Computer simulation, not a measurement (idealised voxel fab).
The document below concerns the process module designated voxel gate over fins.
Pictured: cross-section cut, 235 nm wide, on a grid of 5 nm square cells.
Heads up, the way a cross-section reads in here is a grid of square cells, handed over as bands from the top down, with every band being one or more rows of cells. What a band's entry tells you: where the top is and where the bottom is, as heights in nm, and after that what lies inside, material by material from left to right, each with its width in nm. Empty space is written as the word "air", and a single material marked with the word "all across" occupies the band from edge to edge. It should be noted that heights are counted from 0, beneath which the wafer as supplied is of one material throughout, and that the lowest band possesses no lower boundary but continues downward, as written in "z 0 and below". When a width is written as two numbers, as in "30 to 40", the first number is the width in the top row of cells of the band and the second is the width in its bottom row, and the width changes by the same amount from each row to the next. For the purposes of this document, the phrase "nothing altered" attached to a step denotes that no cell within the cross-section was modified by that step. The entry "Catalogued sealed voids" lists the empty spaces that cover at least 8 cells and have no open path to the top. Each is written as width x height at distance, where the distance is measured from the left edge and all three values are in nm. Read whatever lies past the settings on a step's line as the simulator's own remark about the step. The "overlay nm" setting may appear on a step's line; for a step that uses a mask, it gives how far to the right of its planned position the mask lay, and a negative value indicates the left.
[The steps planned for the process are as follows]
1,RECEIVE: material Si
2,CONFORMAL_DEP: material SiN, thk nm 10
3,DIRECTIONAL_DEP: material aC, thk nm 15
4,PATTERN: tone cover, mask id FINS, material resist, width nm 15, pitch nm 50, thk nm 30, overlay nm 0
5,DIRECTIONAL_ETCH: etch materials aC, depth nm 15
6,STRIP: etch materials resist
7,DIRECTIONAL_ETCH: etch materials SiN, depth nm 10
8,DIRECTIONAL_ETCH: etch materials Si, depth nm 30
9,STRIP: etch materials aC
10,FILL_DEP: material SiO2, thk nm 5
11,CMP: height nm 10
12,DIRECTIONAL_DEP: material aC, thk nm 15
13,PATTERN: tone open, mask id RAIL, material resist, width nm 15, thk nm 30, overlay nm 0
14,DIRECTIONAL_ETCH: etch materials aC, depth nm 15
15,STRIP: etch materials resist
16,DIRECTIONAL_ETCH: etch materials SiO2, depth nm 35
17,STRIP: etch materials aC
18,CONFORMAL_DEP: material TiN, thk nm 5
19,FILL_DEP: material W, thk nm 10
20,CMP: height nm 10
21,SELECTIVE_ETCH: etch materials W Ru TiN, depth nm 25
22,FILL_DEP: material SiO2, thk nm 5
23,CMP: height nm 10
24,SELECTIVE_ETCH: etch materials SiO2, depth nm 20
25,STRIP: etch materials SiN
26,CONFORMAL_DEP: material HfO2, thk nm 5
27,CONFORMAL_DEP: material TiN, thk nm 5
28,FILL_DEP: material W, thk nm 10
29,CMP: height nm 15
30,CONFORMAL_DEP: material SiCN, thk nm 10
[Wafer as received: cross-section following step 1]
> z 0 and below  Si all across
> Catalogued sealed voids: none
[Cross-sectional result after module completion. Note: starting condition and plan are unchanged from above; one processing mistake was made]
> z 25 to 15  SiCN all across
> z 15 to 10  W all across
> z 10 to 5  W=50 | TiN=35 | W=15 | TiN=35 | W=15 | TiN=35 | W=50
> z 5 to 0  W=50 | TiN=5 | HfO2=25 | TiN=5 | W=15 | TiN=5 | HfO2=25 | TiN=5 | W=15 | TiN=5 | HfO2=25 | TiN=5 | W=50
> z 0 to -5  TiN=55 | HfO2=5 | Si=15 | HfO2=5 | TiN=25 | HfO2=5 | Si=15 | HfO2=5 | TiN=25 | HfO2=5 | Si=15 | HfO2=5 | TiN=55
> z -5 to -10  HfO2=60 | Si=15 | HfO2=35 | Si=15 | HfO2=35 | Si=15 | HfO2=60
> z -10 to -15  SiO2=60 | Si=15 | SiO2=35 | Si=15 | SiO2=35 | Si=15 | SiO2=60
> z -15 to -20  SiO2=60 | Si=15 | SiO2=10 | TiN=5 | W=5 | TiN=5 | SiO2=10 | Si=15 | SiO2=35 | Si=15 | SiO2=60
> z -20 to -25  SiO2=60 | Si=15 | SiO2=10 | TiN=15 | SiO2=10 | Si=15 | SiO2=35 | Si=15 | SiO2=60
> z -25 to -60  SiO2=60 | Si=15 | SiO2=35 | Si=15 | SiO2=35 | Si=15 | SiO2=60
> z -60 and below  Si all across
> Catalogued sealed voids: none
Run error: plan step 8 was conducted twice
